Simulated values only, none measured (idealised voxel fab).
process module | voxel transistor to metal
cross-section cut | 170 nm wide | cells 5 nm
A cross-section is a grid of square cells, given in bands from the top down. A band is one or more rows of cells.
Each band's line starts with the height of the band's top and of its bottom, in nm. Then come its materials from left to right, each with its width in nm. One material with "throughout" fills the band from edge to edge. "air" is empty space.
Height 0 is the level under which the wafer as received is all one material. The lowest band goes on downwards, as in "0 down".
A width such as "30 to 40" changes by the same amount from each row of cells to the next, from the band's top row to its bottom row.
"no change" after a step means that no cell of the cross-section changed.
closed voids: empty space of 8 cells or more with no open way to the top, each as width x height at its distance from the left edge, in nm
after a step's settings: what the simulator itself notes on the step
overlay nm, on a step with a mask: how far to the right of its planned place the mask lay; to the left if negative
Each pair below shows a cross-section before one step and the cross-section after it, down to the lowest band that changed. The line under each pair gives the step between them, with its settings. The pairs can come from different runs of this module on the same starting wafer, so a pair continues from the pair above only where its "before" says so.
before
  50 to 35: SiO2 throughout
  35 to 25: SiO2 65 | SiN 5 | SiO2 5 | SiCN 20 | SiO2 5 | SiN 5 | SiO2 65
  25 to 5: SiO2 65 | SiN 5 | SiO2 5 | polySi 20 | SiO2 5 | SiN 5 | SiO2 65
  5 to -5: SiO2 25 | SiN 5 | SiO2 35 | SiN 5 | SiO2 5 | polySi 20 | SiO2 5 | SiN 5 | SiO2 15 | SiN 5 | SiO2 45
  -5 to -10: SiO2 60 | pSi 5 | SiO2 40 | pSi 5 | SiO2 60
  -10 to -15: SiO2 30 | pSi 35 | Si 40 | pSi 15 | SiO2 50
  -15 to -35: SiO2 30 | Si 90 | SiO2 50
  -35 down: Si throughout
  closed voids: none
after
  50 to 35: SiO2 40 | air 30 | SiO2 30 | air 30 | SiO2 40
  35 to 25: SiO2 40 | air 25 | SiN 5 | SiO2 5 | SiCN 20 | SiO2 5 | SiN 5 | air 25 | SiO2 40
  25 to 5: SiO2 40 | air 25 | SiN 5 | SiO2 5 | polySi 20 | SiO2 5 | SiN 5 | air 25 | SiO2 40
  5 to -5: SiO2 25 | SiN 5 | SiO2 10 | air 25 | SiN 5 | SiO2 5 | polySi 20 | SiO2 5 | SiN 5 | air 15 | SiN 5 | air 5 | SiO2 40
  -5 to -10: SiO2 40 | air 20 | pSi 5 | SiO2 40 | pSi 5 | air 10 | SiO2 5 | air 5 | SiO2 40
  below -10: unchanged
  closed voids: none
the step between: op MASKED_ETCH | tone open | mask id CONTACT | width nm 30 | pitch nm 60 | etch materials SiO2 | depth nm 60 | overlay nm 0
before: the cross-section after the pair above
after
  55 to 50: TiN 45 | air 20 | TiN 40 | air 20 | TiN 45
  50 to 40: SiO2 40 | TiN 5 | air 20 | TiN 5 | SiO2 30 | TiN 5 | air 20 | TiN 5 | SiO2 40
  40 to 35: SiO2 40 | TiN 5 | air 15 | TiN 10 | SiO2 30 | TiN 10 | air 15 | TiN 5 | SiO2 40
  35 to 25: SiO2 40 | TiN 5 | air 15 | TiN 5 | SiN 5 | SiO2 5 | SiCN 20 | SiO2 5 | SiN 5 | TiN 5 | air 15 | TiN 5 | SiO2 40
  25 to 10: SiO2 40 | TiN 5 | air 15 | TiN 5 | SiN 5 | SiO2 5 | polySi 20 | SiO2 5 | SiN 5 | TiN 5 | air 15 | TiN 5 | SiO2 40
  10 to 5: SiO2 40 | TiN 5 | air 15 | TiN 5 | SiN 5 | SiO2 5 | polySi 20 | SiO2 5 | SiN 5 | TiN 5 | air 5 | TiN 15 | SiO2 40
  5 to 0: SiO2 25 | SiN 5 | SiO2 10 | TiN 5 | air 15 | TiN 5 | SiN 5 | SiO2 5 | polySi 20 | SiO2 5 | SiN 5 | TiN 5 | air 5 | TiN 5 | SiN 5 | TiN 5 | SiO2 40
  0 to -5: SiO2 25 | SiN 5 | SiO2 10 | TiN 5 | air 10 | TiN 10 | SiN 5 | SiO2 5 | polySi 20 | SiO2 5 | SiN 5 | TiN 15 | SiN 5 | TiN 5 | SiO2 40
  -5 to -10: SiO2 40 | TiN 20 | pSi 5 | SiO2 40 | pSi 5 | TiN 10 | SiO2 5 | TiN 5 | SiO2 40
  below -10: unchanged
  closed voids: none
the step between: op CONFORMAL_DEP | material TiN | thk nm 5
before: the cross-section after the pair above
after
  60 to 55: W throughout
  55 to 50: TiN 45 | W 20 | TiN 40 | W 20 | TiN 45
  50 to 40: SiO2 40 | TiN 5 | W 20 | TiN 5 | SiO2 30 | TiN 5 | W 20 | TiN 5 | SiO2 40
  40 to 35: SiO2 40 | TiN 5 | W 15 | TiN 10 | SiO2 30 | TiN 10 | W 15 | TiN 5 | SiO2 40
  35 to 25: SiO2 40 | TiN 5 | W 15 | TiN 5 | SiN 5 | SiO2 5 | SiCN 20 | SiO2 5 | SiN 5 | TiN 5 | W 15 | TiN 5 | SiO2 40
  25 to 10: SiO2 40 | TiN 5 | W 15 | TiN 5 | SiN 5 | SiO2 5 | polySi 20 | SiO2 5 | SiN 5 | TiN 5 | W 15 | TiN 5 | SiO2 40
  10 to 5: SiO2 40 | TiN 5 | W 15 | TiN 5 | SiN 5 | SiO2 5 | polySi 20 | SiO2 5 | SiN 5 | TiN 5 | W 5 | TiN 15 | SiO2 40
  5 to 0: SiO2 25 | SiN 5 | SiO2 10 | TiN 5 | W 15 | TiN 5 | SiN 5 | SiO2 5 | polySi 20 | SiO2 5 | SiN 5 | TiN 5 | W 5 | TiN 5 | SiN 5 | TiN 5 | SiO2 40
  0 to -5: SiO2 25 | SiN 5 | SiO2 10 | TiN 5 | W 10 | TiN 10 | SiN 5 | SiO2 5 | polySi 20 | SiO2 5 | SiN 5 | TiN 15 | SiN 5 | TiN 5 | SiO2 40
  below -5: unchanged
  closed voids: none
the step between: op FILL_DEP | material W | thk nm 5
before: the cross-section after the pair above
after
  50 to 40: SiO2 40 | TiN 5 | W 20 | TiN 5 | SiO2 30 | TiN 5 | W 20 | TiN 5 | SiO2 40
  below 40: unchanged
  closed voids: none
the step between: op CMP | height nm 50
before: the cross-section after the pair above
after
  55 to 50: SiN throughout
  below 50: unchanged
  closed voids: none
the step between: op CONFORMAL_DEP | material SiN | thk nm 5
before: the cross-section after the pair above
after
  70 to 55: SiO2 throughout
  below 55: unchanged
  closed voids: none
the step between: op DIRECTIONAL_DEP | material SiO2 | thk nm 15
before: the cross-section after the pair above
after
  85 to 70: aC throughout
  below 70: unchanged
  closed voids: none
the step between: op DIRECTIONAL_DEP | material aC | thk nm 15
before: the cross-section after the pair above
after
  115 to 85: resist 40 | air 20 | resist 50 | air 20 | resist 40
  below 85: unchanged
  closed voids: none
the step between: op PATTERN | tone open | mask id METAL_1 | material resist | width nm 20 | pitch nm 70 | thk nm 30 | overlay nm 0
before: the cross-section after the pair above
after
  100 to 85: resist 40 | air 20 | resist 50 | air 20 | resist 40
  85 to 70: aC 40 | air 20 | aC 50 | air 20 | aC 40
  below 70: unchanged
  closed voids: none
the step between: op DIRECTIONAL_ETCH | etch materials aC | depth nm 15
before: the cross-section after the pair above
after
  85 to 70: aC 40 | air 20 | aC 50 | air 20 | aC 40
  below 70: unchanged
  closed voids: none
the step between: op STRIP | etch materials resist
before: the cross-section after the pair above
after
  85 to 70: aC 40 | air 20 | aC 50 | air 20 | aC 40
  70 to 55: SiO2 40 | air 20 | SiO2 50 | air 20 | SiO2 40
  below 55: unchanged
  closed voids: none
the step between: op DIRECTIONAL_ETCH | etch materials SiO2 | depth nm 15
before: the cross-section after the pair above
after
  85 to 70: aC 40 | air 20 | aC 50 | air 20 | aC 40
  70 to 55: SiO2 40 | air 20 | SiO2 50 | air 20 | SiO2 40
  55 to 50: SiN 40 | air 20 | SiN 50 | air 20 | SiN 40
  below 50: unchanged
  closed voids: none
the step between: op DIRECTIONAL_ETCH | etch materials SiN | depth nm 5
before: the cross-section after the pair above
after
  70 to 55: SiO2 40 | air 20 | SiO2 50 | air 20 | SiO2 40
  below 55: unchanged
  closed voids: none
the step between: op STRIP | etch materials aC
before: the cross-section after the pair above
after
  75 to 70: TiN 45 | air 10 | TiN 60 | air 10 | TiN 45
  70 to 55: SiO2 40 | TiN 5 | air 10 | TiN 5 | SiO2 50 | TiN 5 | air 10 | TiN 5 | SiO2 40
  55 to 50: SiN 40 | TiN 20 | SiN 50 | TiN 20 | SiN 40
  below 50: unchanged
  closed voids: none
the step between: op CONFORMAL_DEP | material TiN | thk nm 5
before: the cross-section after the pair above
after
  80 to 75: Cu throughout
  75 to 70: TiN 45 | Cu 10 | TiN 60 | Cu 10 | TiN 45
  70 to 55: SiO2 40 | TiN 5 | Cu 10 | TiN 5 | SiO2 50 | TiN 5 | Cu 10 | TiN 5 | SiO2 40
  below 55: unchanged
  closed voids: none
the step between: op FILL_DEP | material Cu | thk nm 5
before: the cross-section after the pair above
after
  70 to 55: SiO2 40 | TiN 5 | Cu 10 | TiN 5 | SiO2 50 | TiN 5 | Cu 10 | TiN 5 | SiO2 40
  below 55: unchanged
  closed voids: none
the step between: op CMP | height nm 70
before: the cross-section after the pair above
after
  75 to 70: SiN throughout
  below 70: unchanged
  closed voids: none
the step between: op CONFORMAL_DEP | material SiN | thk nm 5
before
  70 to 55: SiO2 40 | TiN 5 | Cu 10 | TiN 5 | SiO2 50 | TiN 5 | Cu 10 | TiN 5 | SiO2 40
  55 to 50: SiN 40 | TiN 20 | SiN 50 | TiN 20 | SiN 40
  50 to 40: SiO2 40 | TiN 5 | W 20 | TiN 5 | SiO2 30 | TiN 5 | W 20 | TiN 5 | SiO2 40
  40 to 35: SiO2 40 | TiN 5 | W 15 | TiN 10 | SiO2 30 | TiN 10 | W 15 | TiN 5 | SiO2 40
  35 to 25: SiO2 40 | TiN 5 | W 15 | TiN 5 | SiN 5 | SiO2 5 | SiCN 20 | SiO2 5 | SiN 5 | TiN 5 | W 15 | TiN 5 | SiO2 40
  25 to 5: SiO2 40 | TiN 5 | W 15 | TiN 5 | SiN 5 | SiO2 5 | polySi 20 | SiO2 5 | SiN 5 | TiN 5 | W 15 | TiN 5 | SiO2 40
  5 to -5: SiO2 35 | SiN 5 | TiN 5 | W 15 to 10 | TiN 5 to 10 | SiN 5 | SiO2 5 | polySi 20 | SiO2 5 | SiN 5 | TiN 5 to 10 | W 15 to 10 | TiN 5 | SiN 5 | SiO2 35
  -5 to -10: SiO2 40 | TiN 20 | pSi 5 | SiO2 40 | pSi 5 | TiN 20 | SiO2 40
  -10 to -15: SiO2 40 | pSi 25 | Si 40 | pSi 25 | SiO2 40
  -15 to -35: SiO2 40 | Si 90 | SiO2 40
  -35 down: Si throughout
  closed voids: none
after
  75 to 70: polySi throughout
  below 70: unchanged
  closed voids: none
the step between: op CONFORMAL_DEP | material polySi | thk nm 5
before
  50 to 35: SiO2 throughout
  35 to 25: SiO2 65 | SiN 5 | SiO2 5 | SiCN 20 | SiO2 5 | SiN 5 | SiO2 65
  25 to 5: SiO2 65 | SiN 5 | SiO2 5 | polySi 20 | SiO2 5 | SiN 5 | SiO2 65
  5 to -5: SiO2 35 | SiN 5 | SiO2 25 | SiN 5 | SiO2 5 | polySi 20 | SiO2 5 | SiN 5 | SiO2 25 | SiN 5 | SiO2 35
  -5 to -10: SiO2 60 | pSi 5 | SiO2 40 | pSi 5 | SiO2 60
  -10 to -15: SiO2 40 | pSi 25 | Si 40 | pSi 25 | SiO2 40
  -15 to -35: SiO2 40 | Si 90 | SiO2 40
  -35 down: Si throughout
  closed voids: none
after
  50 to 35: air 40 | SiO2 30 | air 30 | SiO2 30 | air 40
  35 to 25: air 40 | SiO2 25 | SiN 5 | air 5 | SiCN 20 | air 5 | SiN 5 | SiO2 25 | air 40
  25 to 5: air 40 | SiO2 25 | SiN 5 | air 5 | polySi 20 | air 5 | SiN 5 | SiO2 25 | air 40
  5 to -5: air 35 | SiN 5 | SiO2 25 | SiN 5 | air 5 | polySi 20 | air 5 | SiN 5 | SiO2 25 | SiN 5 | air 35
  -5 to -10: air 35 | SiO2 25 | pSi 5 | SiO2 5 | air 5 | SiO2 20 | air 5 | SiO2 5 | pSi 5 | SiO2 25 | air 35
  below -10: unchanged
  closed voids: none
the step between: op MASKED_ETCH | tone cover | mask id CONTACT | width nm 30 | pitch nm 60 | etch materials SiO2 | depth nm 60 | overlay nm 0
before: the cross-section after the pair above
after
  55 to 50: air 35 | TiN 40 | air 20 | TiN 40 | air 35
  50 to 40: air 35 | TiN 5 | SiO2 30 | TiN 5 | air 20 | TiN 5 | SiO2 30 | TiN 5 | air 35
  40 to 35: air 35 | TiN 5 | SiO2 30 | TiN 30 | SiO2 30 | TiN 5 | air 35
  35 to 25: air 35 | TiN 5 | SiO2 25 | SiN 5 | TiN 5 | SiCN 20 | TiN 5 | SiN 5 | SiO2 25 | TiN 5 | air 35
  25 to 10: air 35 | TiN 5 | SiO2 25 | SiN 5 | TiN 5 | polySi 20 | TiN 5 | SiN 5 | SiO2 25 | TiN 5 | air 35
  10 to 5: air 30 | TiN 10 | SiO2 25 | SiN 5 | TiN 5 | polySi 20 | TiN 5 | SiN 5 | SiO2 25 | TiN 10 | air 30
  5 to -5: air 30 | TiN 5 | SiN 5 | SiO2 25 | SiN 5 | TiN 5 | polySi 20 | TiN 5 | SiN 5 | SiO2 25 | SiN 5 | TiN 5 | air 30
  -5 to -10: TiN 35 | SiO2 25 | pSi 5 | SiO2 5 | TiN 5 | SiO2 20 | TiN 5 | SiO2 5 | pSi 5 | SiO2 25 | TiN 35
  below -10: unchanged
  closed voids: none
the step between: op CONFORMAL_DEP | material TiN | thk nm 5
before: the cross-section after the pair above
after
  60 to 55: W throughout
  55 to 50: W 35 | TiN 40 | W 20 | TiN 40 | W 35
  50 to 40: W 35 | TiN 5 | SiO2 30 | TiN 5 | W 20 | TiN 5 | SiO2 30 | TiN 5 | W 35
  40 to 35: W 35 | TiN 5 | SiO2 30 | TiN 30 | SiO2 30 | TiN 5 | W 35
  35 to 25: W 35 | TiN 5 | SiO2 25 | SiN 5 | TiN 5 | SiCN 20 | TiN 5 | SiN 5 | SiO2 25 | TiN 5 | W 35
  25 to 10: W 35 | TiN 5 | SiO2 25 | SiN 5 | TiN 5 | polySi 20 | TiN 5 | SiN 5 | SiO2 25 | TiN 5 | W 35
  10 to 5: W 30 | TiN 10 | SiO2 25 | SiN 5 | TiN 5 | polySi 20 | TiN 5 | SiN 5 | SiO2 25 | TiN 10 | W 30
  5 to -5: W 30 | TiN 5 | SiN 5 | SiO2 25 | SiN 5 | TiN 5 | polySi 20 | TiN 5 | SiN 5 | SiO2 25 | SiN 5 | TiN 5 | W 30
  below -5: unchanged
  closed voids: none
the step between: op FILL_DEP | material W | thk nm 5
before: the cross-section after the pair above
after
  50 to 40: W 35 | TiN 5 | SiO2 30 | TiN 5 | W 20 | TiN 5 | SiO2 30 | TiN 5 | W 35
  below 40: unchanged
  closed voids: none
the step between: op CMP | height nm 50
before: the cross-section after the pair above
after
  55 to 50: SiN throughout
  below 50: unchanged
  closed voids: none
the step between: op CONFORMAL_DEP | material SiN | thk nm 5
before: the cross-section after the pair above
after
  70 to 55: SiO2 throughout
  below 55: unchanged
  closed voids: none
the step between: op DIRECTIONAL_DEP | material SiO2 | thk nm 15
before: the cross-section after the pair above
after
  85 to 70: aC throughout
  below 70: unchanged
  closed voids: none
the step between: op DIRECTIONAL_DEP | material aC | thk nm 15
before: the cross-section after the pair above
after
  115 to 85: resist 40 | air 20 | resist 50 | air 20 | resist 40
  below 85: unchanged
  closed voids: none
the step between: op PATTERN | tone open | mask id METAL_1 | material resist | width nm 20 | pitch nm 70 | thk nm 30 | overlay nm 0
before: the cross-section after the pair above
after
  100 to 85: resist 40 | air 20 | resist 50 | air 20 | resist 40
  85 to 70: aC 40 | air 20 | aC 50 | air 20 | aC 40
  below 70: unchanged
  closed voids: none
the step between: op DIRECTIONAL_ETCH | etch materials aC | depth nm 15
before: the cross-section after the pair above
after
  85 to 70: aC 40 | air 20 | aC 50 | air 20 | aC 40
  below 70: unchanged
  closed voids: none
the step between: op STRIP | etch materials resist
before: the cross-section after the pair above
after
  85 to 70: aC 40 | air 20 | aC 50 | air 20 | aC 40
  70 to 55: SiO2 40 | air 20 | SiO2 50 | air 20 | SiO2 40
  below 55: unchanged
  closed voids: none
the step between: op DIRECTIONAL_ETCH | etch materials SiO2 | depth nm 15
before: the cross-section after the pair above
after
  85 to 70: aC 40 | air 20 | aC 50 | air 20 | aC 40
  70 to 55: SiO2 40 | air 20 | SiO2 50 | air 20 | SiO2 40
  55 to 50: SiN 40 | air 20 | SiN 50 | air 20 | SiN 40
  below 50: unchanged
  closed voids: none
the step between: op DIRECTIONAL_ETCH | etch materials SiN | depth nm 5
before: the cross-section after the pair above
after
  70 to 55: SiO2 40 | air 20 | SiO2 50 | air 20 | SiO2 40
  below 55: unchanged
  closed voids: none
the step between: op STRIP | etch materials aC
before: the cross-section after the pair above
after
  75 to 70: TiN 45 | air 10 | TiN 60 | air 10 | TiN 45
  70 to 55: SiO2 40 | TiN 5 | air 10 | TiN 5 | SiO2 50 | TiN 5 | air 10 | TiN 5 | SiO2 40
  55 to 50: SiN 40 | TiN 20 | SiN 50 | TiN 20 | SiN 40
  below 50: unchanged
  closed voids: none
the step between: op CONFORMAL_DEP | material TiN | thk nm 5
before: the cross-section after the pair above
after
  80 to 75: Cu throughout
  75 to 70: TiN 45 | Cu 10 | TiN 60 | Cu 10 | TiN 45
  70 to 55: SiO2 40 | TiN 5 | Cu 10 | TiN 5 | SiO2 50 | TiN 5 | Cu 10 | TiN 5 | SiO2 40
  below 55: unchanged
  closed voids: none
the step between: op FILL_DEP | material Cu | thk nm 5
before: the cross-section after the pair above
after
  70 to 55: SiO2 40 | TiN 5 | Cu 10 | TiN 5 | SiO2 50 | TiN 5 | Cu 10 | TiN 5 | SiO2 40
  below 55: unchanged
  closed voids: none
the step between: op CMP | height nm 70
before: the cross-section after the pair above
after
  75 to 70: SiN throughout
  below 70: unchanged
  closed voids: none
the step between: op CONFORMAL_DEP | material SiN | thk nm 5
